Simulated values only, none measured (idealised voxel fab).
Process module heading - voxel wiring stack
Cross-section cut: width 160 nm, square cells of 5 nm.
A cross-section in this document is a grid of square cells, and it is written down as bands, the top band listed before the ones below it; a band is made up of one or more rows of cells. Band: top height; bottom height; in nm. Then, left to right: material with width in nm, for each material. "edge to edge": a single material spanning edge to edge. "air": empty space. Heights are expressed relative to 0, this being the level below which the as-received wafer comprises one material exclusively. The lowest band is unbounded in the downward direction and is denoted as in "0..down". The width entry "30 to 40" should be interpreted row by row: the top row of cells in the band takes the first number, the bottom row takes the second number, and the change between adjacent rows is uniform throughout. Given "stayed the same" for a step, no cell of the cross-section differs between before and after that step. "Closed void inventory" specifies each empty space that is not open to the top and that occupies no fewer than 8 cells, using the form width x height at distance, the distance measured from the left edge and all three quantities in nm. Past the settings on a step's line: simulator remark, on that step. "overlay nm", when on a step's line for a step with a mask, measures how far to the right of its planned place the mask lay; a negative measure means to the left.

[Intended process steps]
1) RECEIVE (material Si)
2) CONFORMAL_DEP (material SiO2; thk nm 15)
3) CONFORMAL_DEP (material SiN; thk nm 5)
4) DIRECTIONAL_DEP (material SiO2; thk nm 25)
5) PATTERN (tone open; mask id METAL_1; material resist; width nm 25; pitch nm 45; thk nm 15; overlay nm 0)
6) DIRECTIONAL_ETCH (etch materials SiO2; depth nm 25)
7) DIRECTIONAL_ETCH (etch materials SiN; depth nm 5)
8) STRIP (etch materials resist)
9) CONFORMAL_DEP (material TiN; thk nm 5)
10) FILL_DEP (material Ru; thk nm 10)
11) CMP (height nm 45)
12) CONFORMAL_DEP (material SiCN; thk nm 5)
13) DIRECTIONAL_DEP (material SiO2; thk nm 30)
14) MASKED_ETCH (tone open; mask id METAL_2; width nm 25; pitch nm 45; etch materials SiO2; depth nm 20; overlay nm 0)
15) PATTERN (tone open; mask id METAL_2_HOLES; material resist; width nm 15; thk nm 20; overlay nm 0)
16) DIRECTIONAL_ETCH (etch materials SiO2; depth nm 10)
17) DIRECTIONAL_ETCH (etch materials SiCN; depth nm 5)
18) STRIP (etch materials resist)
19) CONFORMAL_DEP (material TiN; thk nm 5)
20) FILL_DEP (material Cu; thk nm 10)
21) CMP (height nm 80)
22) CONFORMAL_DEP (material SiCN; thk nm 5)
23) DIRECTIONAL_DEP (material lowk; thk nm 10)
24) MASKED_ETCH (tone open; mask id PLUG_2; width nm 15; etch materials lowk; depth nm 10; overlay nm 0)
25) MASKED_ETCH (tone open; mask id PLUG_2; width nm 15; etch materials SiCN; depth nm 5; overlay nm 0)
26) CONFORMAL_DEP (material TiN; thk nm 5)
27) FILL_DEP (material Cu; thk nm 5)
28) CMP (height nm 95)
29) CONFORMAL_DEP (material SiCN; thk nm 5)
30) DIRECTIONAL_DEP (material SiO2; thk nm 20)
31) MASKED_ETCH (tone open; mask id METAL_3; width nm 25; pitch nm 45; etch materials SiO2; depth nm 20; overlay nm 0)
32) MASKED_ETCH (tone open; mask id METAL_3; width nm 25; pitch nm 45; etch materials SiCN; depth nm 5; overlay nm 0)
33) CONFORMAL_DEP (material TiN; thk nm 5)
34) FILL_DEP (material Cu; thk nm 5)
35) CMP (height nm 120)
36) CONFORMAL_DEP (material SiCN; thk nm 5)

[The first wafer of two, processed as planned]

[Cross-section of the wafer at receipt, which is the condition after step 1]
  0..down: Si edge to edge
  Closed void inventory: none

[Once step 2 is through, the wafer looks like this in cross-section]
  15..0: SiO2 edge to edge
  Beneath the level 0, the cross-section is identical to its previous state.

[Once step 3 is through, the wafer looks like this in cross-section]
  20..15: SiN edge to edge
  Beneath the level 15, the cross-section is identical to its previous state.

[Once step 4 is through, the wafer looks like this in cross-section]
  45..20: SiO2 edge to edge
  Beneath the level 20, the cross-section is identical to its previous state.

[Once step 5 is through, the wafer looks like this in cross-section]
  60..45: resist: 45  air: 25  resist: 20  air: 25  resist: 45
  Beneath the level 45, the cross-section is identical to its previous state.

[Once step 6 is through, the wafer looks like this in cross-section]
  60..45: resist: 45  air: 25  resist: 20  air: 25  resist: 45
  45..20: SiO2: 45  air: 25  SiO2: 20  air: 25  SiO2: 45
  Beneath the level 20, the cross-section is identical to its previous state.

[Once step 7 is through, the wafer looks like this in cross-section]
  60..45: resist: 45  air: 25  resist: 20  air: 25  resist: 45
  45..20: SiO2: 45  air: 25  SiO2: 20  air: 25  SiO2: 45
  20..15: SiN: 45  air: 25  SiN: 20  air: 25  SiN: 45
  Beneath the level 15, the cross-section is identical to its previous state.

[Once step 8 is through, the wafer looks like this in cross-section]
  45..20: SiO2: 45  air: 25  SiO2: 20  air: 25  SiO2: 45
  Beneath the level 20, the cross-section is identical to its previous state.

[Once step 9 is through, the wafer looks like this in cross-section]
  50..45: TiN: 50  air: 15  TiN: 30  air: 15  TiN: 50
  45..20: SiO2: 45  TiN: 5  air: 15  TiN: 5  SiO2: 20  TiN: 5  air: 15  TiN: 5  SiO2: 45
  20..15: SiN: 45  TiN: 25  SiN: 20  TiN: 25  SiN: 45
  Beneath the level 15, the cross-section is identical to its previous state.

[Once step 10 is through, the wafer looks like this in cross-section]
  60..50: Ru edge to edge
  50..45: TiN: 50  Ru: 15  TiN: 30  Ru: 15  TiN: 50
  45..20: SiO2: 45  TiN: 5  Ru: 15  TiN: 5  SiO2: 20  TiN: 5  Ru: 15  TiN: 5  SiO2: 45
  Beneath the level 20, the cross-section is identical to its previous state.

[Once step 11 is through, the wafer looks like this in cross-section]
  45..20: SiO2: 45  TiN: 5  Ru: 15  TiN: 5  SiO2: 20  TiN: 5  Ru: 15  TiN: 5  SiO2: 45
  Beneath the level 20, the cross-section is identical to its previous state.

[Once step 12 is through, the wafer looks like this in cross-section]
  50..45: SiCN edge to edge
  Beneath the level 45, the cross-section is identical to its previous state.

[Once step 13 is through, the wafer looks like this in cross-section]
  80..50: SiO2 edge to edge
  Beneath the level 50, the cross-section is identical to its previous state.

[Once step 14 is through, the wafer looks like this in cross-section]
  80..60: SiO2: 45  air: 25  SiO2: 20  air: 25  SiO2: 45
  Beneath the level 60, the cross-section is identical to its previous state.

[Once step 15 is through, the wafer looks like this in cross-section]
  100..80: resist: 45  air: 15  resist: 100
  80..60: SiO2: 45  air: 15  resist: 10  SiO2: 20  resist: 25  SiO2: 45
  Beneath the level 60, the cross-section is identical to its previous state.

[Once step 16 is through, the wafer looks like this in cross-section]
  100..80: resist: 45  air: 15  resist: 100
  80..60: SiO2: 45  air: 15  resist: 10  SiO2: 20  resist: 25  SiO2: 45
  60..50: SiO2: 45  air: 15  SiO2: 100
  Beneath the level 50, the cross-section is identical to its previous state.

[Once step 17 is through, the wafer looks like this in cross-section]
  100..80: resist: 45  air: 15  resist: 100
  80..60: SiO2: 45  air: 15  resist: 10  SiO2: 20  resist: 25  SiO2: 45
  60..50: SiO2: 45  air: 15  SiO2: 100
  50..45: SiCN: 45  air: 15  SiCN: 100
  Beneath the level 45, the cross-section is identical to its previous state.

[Once step 18 is through, the wafer looks like this in cross-section]
  80..60: SiO2: 45  air: 25  SiO2: 20  air: 25  SiO2: 45
  Beneath the level 60, the cross-section is identical to its previous state.

[Once step 19 is through, the wafer looks like this in cross-section]
  85..80: TiN: 50  air: 15  TiN: 30  air: 15  TiN: 50
  80..65: SiO2: 45  TiN: 5  air: 15  TiN: 5  SiO2: 20  TiN: 5  air: 15  TiN: 5  SiO2: 45
  65..60: SiO2: 45  TiN: 5  air: 5  TiN: 15  SiO2: 20  TiN: 25  SiO2: 45
  60..50: SiO2: 45  TiN: 5  air: 5  TiN: 5  SiO2: 100
  50..45: SiCN: 45  TiN: 15  SiCN: 100
  Beneath the level 45, the cross-section is identical to its previous state.

[Once step 20 is through, the wafer looks like this in cross-section]
  95..85: Cu edge to edge
  85..80: TiN: 50  Cu: 15  TiN: 30  Cu: 15  TiN: 50
  80..65: SiO2: 45  TiN: 5  Cu: 15  TiN: 5  SiO2: 20  TiN: 5  Cu: 15  TiN: 5  SiO2: 45
  65..60: SiO2: 45  TiN: 5  Cu: 5  TiN: 15  SiO2: 20  TiN: 25  SiO2: 45
  60..50: SiO2: 45  TiN: 5  Cu: 5  TiN: 5  SiO2: 100
  Beneath the level 50, the cross-section is identical to its previous state.

[Once step 21 is through, the wafer looks like this in cross-section]
  80..65: SiO2: 45  TiN: 5  Cu: 15  TiN: 5  SiO2: 20  TiN: 5  Cu: 15  TiN: 5  SiO2: 45
  Beneath the level 65, the cross-section is identical to its previous state.

[Once step 22 is through, the wafer looks like this in cross-section]
  85..80: SiCN edge to edge
  Beneath the level 80, the cross-section is identical to its previous state.

[Once step 23 is through, the wafer looks like this in cross-section]
  95..85: lowk edge to edge
  Beneath the level 85, the cross-section is identical to its previous state.

[Once step 24 is through, the wafer looks like this in cross-section]
  95..85: lowk: 45  air: 15  lowk: 100
  Beneath the level 85, the cross-section is identical to its previous state.

[Once step 25 is through, the wafer looks like this in cross-section]
  95..85: lowk: 45  air: 15  lowk: 100
  85..80: SiCN: 45  air: 15  SiCN: 100
  Beneath the level 80, the cross-section is identical to its previous state.

[Once step 26 is through, the wafer looks like this in cross-section]
  100..95: TiN: 50  air: 5  TiN: 105
  95..85: lowk: 45  TiN: 5  air: 5  TiN: 5  lowk: 100
  85..80: SiCN: 45  TiN: 15  SiCN: 100
  Beneath the level 80, the cross-section is identical to its previous state.

[Once step 27 is through, the wafer looks like this in cross-section]
  105..100: Cu edge to edge
  100..95: TiN: 50  Cu: 5  TiN: 105
  95..85: lowk: 45  TiN: 5  Cu: 5  TiN: 5  lowk: 100
  Beneath the level 85, the cross-section is identical to its previous state.

[Once step 28 is through, the wafer looks like this in cross-section]
  95..85: lowk: 45  TiN: 5  Cu: 5  TiN: 5  lowk: 100
  Beneath the level 85, the cross-section is identical to its previous state.

[Once step 29 is through, the wafer looks like this in cross-section]
  100..95: SiCN edge to edge
  Beneath the level 95, the cross-section is identical to its previous state.

[Once step 30 is through, the wafer looks like this in cross-section]
  120..100: SiO2 edge to edge
  Beneath the level 100, the cross-section is identical to its previous state.

[Once step 31 is through, the wafer looks like this in cross-section]
  120..100: SiO2: 45  air: 25  SiO2: 20  air: 25  SiO2: 45
  Beneath the level 100, the cross-section is identical to its previous state.

[Once step 32 is through, the wafer looks like this in cross-section]
  120..100: SiO2: 45  air: 25  SiO2: 20  air: 25  SiO2: 45
  100..95: SiCN: 45  air: 25  SiCN: 20  air: 25  SiCN: 45
  Beneath the level 95, the cross-section is identical to its previous state.

[Once step 33 is through, the wafer looks like this in cross-section]
  125..120: TiN: 50  air: 15  TiN: 30  air: 15  TiN: 50
  120..100: SiO2: 45  TiN: 5  air: 15  TiN: 5  SiO2: 20  TiN: 5  air: 15  TiN: 5  SiO2: 45
  100..95: SiCN: 45  TiN: 25  SiCN: 20  TiN: 25  SiCN: 45
  Beneath the level 95, the cross-section is identical to its previous state.

[Once step 34 is through, the wafer looks like this in cross-section]
  130..125: Cu edge to edge
  125..120: TiN: 50  Cu: 15  TiN: 30  Cu: 15  TiN: 50
  120..100: SiO2: 45  TiN: 5  Cu: 15  TiN: 5  SiO2: 20  TiN: 5  Cu: 15  TiN: 5  SiO2: 45
  Beneath the level 100, the cross-section is identical to its previous state.

[Once step 35 is through, the wafer looks like this in cross-section]
  120..100: SiO2: 45  TiN: 5  Cu: 15  TiN: 5  SiO2: 20  TiN: 5  Cu: 15  TiN: 5  SiO2: 45
  Beneath the level 100, the cross-section is identical to its previous state.

[Once step 36 is through, the wafer looks like this in cross-section]
  125..120: SiCN edge to edge
  Beneath the level 120, the cross-section is identical to its previous state.

[The second wafer: identical to the first at the outset and in its planned sequence, differing only in that one mistake was made during processing; up to and including step 26, its path is the first wafer's path]

[Cross-sectional representation of the second wafer at the time designated in the plan for the completion of step 27]
  105..100: SiN edge to edge
  100..95: TiN: 50  SiN: 5  TiN: 105
  95..85: lowk: 45  TiN: 5  SiN: 5  TiN: 5  lowk: 100
  Beneath the level 85, the cross-section is identical to its previous state.

[Cross-sectional representation of the second wafer at the time designated in the plan for the completion of step 28]
  95..85: lowk: 45  TiN: 5  SiN: 5  TiN: 5  lowk: 100
  Beneath the level 85, the cross-section is identical to its previous state.

[Cross-sectional representation of the second wafer at the time designated in the plan for the completion of step 29]
  100..95: SiCN edge to edge
  Beneath the level 95, the cross-section is identical to its previous state.

[Cross-sectional representation of the second wafer at the time designated in the plan for the completion of step 30]
  120..100: SiO2 edge to edge
  Beneath the level 100, the cross-section is identical to its previous state.

[Cross-sectional representation of the second wafer at the time designated in the plan for the completion of step 31]
  120..100: SiO2: 45  air: 25  SiO2: 20  air: 25  SiO2: 45
  Beneath the level 100, the cross-section is identical to its previous state.

[Cross-sectional representation of the second wafer at the time designated in the plan for the completion of step 32]
  120..100: SiO2: 45  air: 25  SiO2: 20  air: 25  SiO2: 45
  100..95: SiCN: 45  air: 25  SiCN: 20  air: 25  SiCN: 45
  Beneath the level 95, the cross-section is identical to its previous state.

[Cross-sectional representation of the second wafer at the time designated in the plan for the completion of step 33]
  125..120: TiN: 50  air: 15  TiN: 30  air: 15  TiN: 50
  120..100: SiO2: 45  TiN: 5  air: 15  TiN: 5  SiO2: 20  TiN: 5  air: 15  TiN: 5  SiO2: 45
  100..95: SiCN: 45  TiN: 25  SiCN: 20  TiN: 25  SiCN: 45
  Beneath the level 95, the cross-section is identical to its previous state.

[Cross-sectional representation of the second wafer at the time designated in the plan for the completion of step 34]
  130..125: Cu edge to edge
  125..120: TiN: 50  Cu: 15  TiN: 30  Cu: 15  TiN: 50
  120..100: SiO2: 45  TiN: 5  Cu: 15  TiN: 5  SiO2: 20  TiN: 5  Cu: 15  TiN: 5  SiO2: 45
  Beneath the level 100, the cross-section is identical to its previous state.

[Cross-sectional representation of the second wafer at the time designated in the plan for the completion of step 35]
  120..100: SiO2: 45  TiN: 5  Cu: 15  TiN: 5  SiO2: 20  TiN: 5  Cu: 15  TiN: 5  SiO2: 45
  Beneath the level 100, the cross-section is identical to its previous state.

[Cross-sectional representation of the second wafer at the time designated in the plan for the completion of step 36]
  125..120: SiCN edge to edge
  Beneath the level 120, the cross-section is identical to its previous state.
Here's what went sideways: note that step 27 departed from the planned setting and was carried out as FILL_DEP (material SiN; thk nm 5)
End of process, cell counts, second wafer against first, materials with more or fewer: Cu -2, SiN +2
